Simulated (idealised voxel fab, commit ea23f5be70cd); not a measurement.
voxel trench capacitor: a process module
cross-section cut | 230 nm wide | cells 5 nm
Throughout this document, each cross-section is represented as a grid of square cells and is presented as a sequence of bands enumerated from the top downward, where a band comprises one or more rows of cells. What a band's entry tells you: where the top is and where the bottom is, as heights in nm, and after that what lies inside, material by material from left to right, each with its width in nm. Empty space is written as the word "air", and a single material marked with the word "all across" occupies the band from edge to edge. The reference from which all heights are counted is 0, the level beneath which the as-received wafer is entirely one material; the lowest band, having no lower bound, proceeds downward and is written after the example "from 0 down". Quick explanation for "30->40": the width changes in equal steps down the rows of cells, from the first number in the band's top row to the second number in its bottom row. "no alteration", as given for a step, is the statement that not any cell of the cross-section underwent a change during that step. "Sealed voids" contains a list of empty spaces, each no smaller than 8 cells and without an open way to the top, written in the form width x height at distance with the distance from the left edge and all three in nm. That trailing text on a step's line, after the settings, is the simulator's own remark on the step. overlay nm: for a step with a mask, the amount by which the mask lay right of where it was planned; a negative amount means left of it.
-- These are the steps we planned for the process
1: RECEIVE: material Si
2: CONFORMAL_DEP: material SiN, thk nm 5
3: DIRECTIONAL_DEP: material aC, thk nm 15
4: PATTERN: tone open, mask id TRENCH, material resist, width nm 30, pitch nm 55, thk nm 35, overlay nm 0
5: DIRECTIONAL_ETCH: etch materials aC, depth nm 15
6: STRIP: etch materials resist
7: DIRECTIONAL_ETCH: etch materials SiN, depth nm 5
8: DIRECTIONAL_ETCH: etch materials Si, depth nm 35
9: STRIP: etch materials aC
10: CONFORMAL_DEP: material HfO2, thk nm 5
11: CONFORMAL_DEP: material TiN, thk nm 5
12: FILL_DEP: material W, thk nm 5
13: CMP: height nm 5
-- As-received state of the wafer in cross-section, equivalent to post-step 1
- from 0 down: Si all across
- Sealed voids: none
-- Wafer cross-section at module end: first of two, run to plan
- from 5 to 0: SiN 15 nm  HfO2 5 nm  TiN 5 nm  W 10 nm  TiN 5 nm  HfO2 5 nm  SiN 25 nm  HfO2 5 nm  TiN 5 nm  W 10 nm  TiN 5 nm  HfO2 5 nm  SiN 25 nm  HfO2 5 nm  TiN 5 nm  W 10 nm  TiN 5 nm  HfO2 5 nm  SiN 25 nm  HfO2 5 nm  TiN 5 nm  W 10 nm  TiN 5 nm  HfO2 5 nm  SiN 20 nm
- from 0 to -25: Si 15 nm  HfO2 5 nm  TiN 5 nm  W 10 nm  TiN 5 nm  HfO2 5 nm  Si 25 nm  HfO2 5 nm  TiN 5 nm  W 10 nm  TiN 5 nm  HfO2 5 nm  Si 25 nm  HfO2 5 nm  TiN 5 nm  W 10 nm  TiN 5 nm  HfO2 5 nm  Si 25 nm  HfO2 5 nm  TiN 5 nm  W 10 nm  TiN 5 nm  HfO2 5 nm  Si 20 nm
- from -25 to -30: Si 15 nm  HfO2 5 nm  TiN 20 nm  HfO2 5 nm  Si 25 nm  HfO2 5 nm  TiN 20 nm  HfO2 5 nm  Si 25 nm  HfO2 5 nm  TiN 20 nm  HfO2 5 nm  Si 25 nm  HfO2 5 nm  TiN 20 nm  HfO2 5 nm  Si 20 nm
- from -30 to -35: Si 15 nm  HfO2 30 nm  Si 25 nm  HfO2 30 nm  Si 25 nm  HfO2 30 nm  Si 25 nm  HfO2 30 nm  Si 20 nm
- from -35 down: Si all across
- Sealed voids: none
-- So this is wafer number two of the two, cut at the end of the module - it started where the first did and had the same plan, we just got one thing wrong running it
- from 5 to 0: SiN 15 nm  HfO2 30 nm  SiN 25 nm  HfO2 30 nm  SiN 25 nm  HfO2 30 nm  SiN 25 nm  HfO2 30 nm  SiN 20 nm
- from 0 to -35: Si 15 nm  HfO2 30 nm  Si 25 nm  HfO2 30 nm  Si 25 nm  HfO2 30 nm  Si 25 nm  HfO2 30 nm  Si 20 nm
- from -35 down: Si all across
- Sealed voids: none
It is concluded that the wafer was processed incorrectly with respect to the plan, in that it should be noted that step 10 was executed with settings other than those planned, the operation and settings actually applied being CONFORMAL_DEP: material HfO2, thk nm 15
Count the cells at the end and the second wafer has more or fewer of some materials than the first: HfO2: 112 more | TiN: 64 fewer | W: 48 fewer
